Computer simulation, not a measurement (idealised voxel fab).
process module | voxel tone inversion
cross-section cut | 230 nm wide | cells 5 nm
A cross-section is a grid of square cells, given in bands from the top down. A band is one or more rows of cells.
Each band's line starts with the height of the band's top and of its bottom, in nm. Then come its materials from left to right, each with its width in nm. One material with "throughout" fills the band from edge to edge. "air" is empty space.
Height 0 is the level under which the wafer as received is all one material. The lowest band goes on downwards, as in "0 down".
A width such as "30 to 40" changes by the same amount from each row of cells to the next, from the band's top row to its bottom row.
"no change" after a step means that no cell of the cross-section changed.
closed voids: empty space of 8 cells or more with no open way to the top, each as width x height at its distance from the left edge, in nm
after a step's settings: what the simulator itself notes on the step
overlay nm, on a step with a mask: how far to the right of its planned place the mask lay; to the left if negative
plan
1 op RECEIVE | material Si
2 op CONFORMAL_DEP | material SiN | thk nm 10
3 op DIRECTIONAL_DEP | material aC | thk nm 25
4 op PATTERN | tone cover | mask id POSTS | material resist | width nm 20 | pitch nm 35 | thk nm 35 | overlay nm 0
5 op DIRECTIONAL_ETCH | etch materials aC | depth nm 25
6 op STRIP | etch materials resist
7 op FILL_DEP | material lowk | thk nm 10
8 op CMP | height nm 35
9 op STRIP | etch materials aC
first wafer, as planned
as received, after step 1
  0 down: Si throughout
  closed voids: none
after step 2
  10 to 0: SiN throughout
  below 0: unchanged
after step 3
  35 to 10: aC throughout
  below 10: unchanged
after step 4
  70 to 35: air 70 | resist 20 | air 15 | resist 20 | air 15 | resist 20 | air 70
  below 35: unchanged
after step 5
  45 to 35: air 70 | resist 20 | air 15 | resist 20 | air 15 | resist 20 | air 70
  35 to 10: air 70 | aC 20 | air 15 | aC 20 | air 15 | aC 20 | air 70
  below 10: unchanged
after step 6
  35 to 10: air 70 | aC 20 | air 15 | aC 20 | air 15 | aC 20 | air 70
  below 10: unchanged
after step 7
  45 to 35: lowk throughout
  35 to 10: lowk 70 | aC 20 | lowk 15 | aC 20 | lowk 15 | aC 20 | lowk 70
  below 10: unchanged
after step 8
  35 to 10: lowk 70 | aC 20 | lowk 15 | aC 20 | lowk 15 | aC 20 | lowk 70
  below 10: unchanged
after step 9
  35 to 10: lowk 70 | air 20 | lowk 15 | air 20 | lowk 15 | air 20 | lowk 70
  below 10: unchanged
second wafer: like start, like plan, one mistake. Through step 1 it matches the first wafer
when step 2 should have ended
  25 to 0: aC throughout
  below 0: unchanged
when step 3 should have ended
  35 to 25: SiN throughout
  below 25: unchanged
when step 4 should have ended
  70 to 35: air 70 | resist 20 | air 15 | resist 20 | air 15 | resist 20 | air 70
  below 35: unchanged
when step 5 should have ended
  45 to 35: air 70 | resist 20 | air 15 | resist 20 | air 15 | resist 20 | air 70
  below 35: unchanged
when step 6 should have ended
  35 to 25: SiN throughout
  below 25: unchanged
when step 7 should have ended
  45 to 35: lowk throughout
  below 35: unchanged
when step 8 should have ended
  35 to 25: SiN throughout
  below 25: unchanged
when step 9 should have ended: no change
what went wrong: steps 2 and 3 were swapped
at the end the second wafer has, in cells: 230 more of aC | 170 fewer of lowk
